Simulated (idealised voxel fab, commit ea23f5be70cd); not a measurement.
Process module name: voxel self aligned contacts
cross-section cut | 160 nm wide | cells 5 nm
If you're reading a cross-section in this doc, picture square cells in a grid; it comes to you as bands, top ones listed first down to the bottom, and a band can be one or more rows of cells.
Heights first: top, then bottom, in nm. Then materials, left to right, each with a width in nm. "edge to edge" on a single material: fills the band edge to edge. "air": empty space.
Heights are measured from 0, the level below which the as-received wafer is all one material; the lowest band has no bottom and continues downward, written as in "from 0 down".
Per-row width for "30->40": begins at first number (top row of band), ends at second number (bottom row), increment between rows held constant.
Given "nothing changed" for a step, no cell of the cross-section differs between before and after that step.
Under "Enclosed voids" you'll find the enclosed gaps, the ones with no way out to the top, that are 8 cells or bigger; each reads width x height at distance, with distance counted from the left edge, everything in nm.
It should be noted that, on the line of a given step, the content following the step's settings is a remark produced by the simulator itself with respect to that step.
Among the settings permitted on a step's line is "overlay nm"; applied to a step with a mask, it specifies the extent to which the mask lay to the right of its planned position, whereas a negative figure signifies a position to the left.

The following list gives the planned process steps
1) RECEIVE (material Si)
2) CONFORMAL_DEP (material SiO2; thk nm 5)
3) DIRECTIONAL_DEP (material polySi; thk nm 20)
4) DIRECTIONAL_DEP (material SiN; thk nm 20)
5) MASKED_ETCH (tone cover; mask id GATE; width nm 30; pitch nm 75; etch materials SiN; depth nm 20; overlay nm 0)
6) MASKED_ETCH (tone cover; mask id GATE; width nm 30; pitch nm 75; etch materials polySi; depth nm 20; overlay nm 0)
7) CONFORMAL_DEP (material SiN; thk nm 10)
8) DIRECTIONAL_ETCH (etch materials SiN; depth nm 10)
9) FILL_DEP (material SiO2; thk nm 15)
10) CMP (height nm 50)
11) PATTERN (tone open; mask id CONTACT; material resist; width nm 55; thk nm 20; overlay nm 0)
12) DIRECTIONAL_ETCH (etch materials SiO2; depth nm 50)
13) STRIP (etch materials resist)
14) CONFORMAL_DEP (material TiN; thk nm 5)
15) FILL_DEP (material W; thk nm 10)
16) CMP (height nm 50)
17) CONFORMAL_DEP (material SiN; thk nm 5)

Delivered wafer in cross-section: state after step 1
> from 0 down: Si edge to edge
> Enclosed voids: none

End state of the module in cross-section, given the above starting point and plan and one mistake in execution
> from 55 to 50: SiN edge to edge
> from 50 to 45: SiO2: 50 | TiN: 20 | W: 15 | TiN: 20 | SiO2: 55
> from 45 to 30: SiO2: 15 | SiN: 50 | TiN: 5 | W: 15 | TiN: 5 | SiN: 50 | SiO2: 20
> from 30 to 25: SiO2: 15 | SiN: 50 | TiN: 15 | W: 5 | TiN: 5 | SiN: 50 | SiO2: 20
> from 25 to 5: SiO2: 15 | SiN: 10 | polySi: 40 | SiN: 10 | TiN: 5 | W: 5 | TiN: 5 | SiN: 10 | polySi: 40 | SiN: 10 | SiO2: 10
> from 5 to 0: SiO2: 75 | TiN: 15 | SiO2: 70
> from 0 down: Si edge to edge
> Enclosed voids: none
Against the plan, the run slipped here: rather than as planned, step 6 actually ran as MASKED_ETCH (tone cover; mask id GATE; width nm 30; pitch nm 75; etch materials polySi; depth nm 20; overlay nm 10)
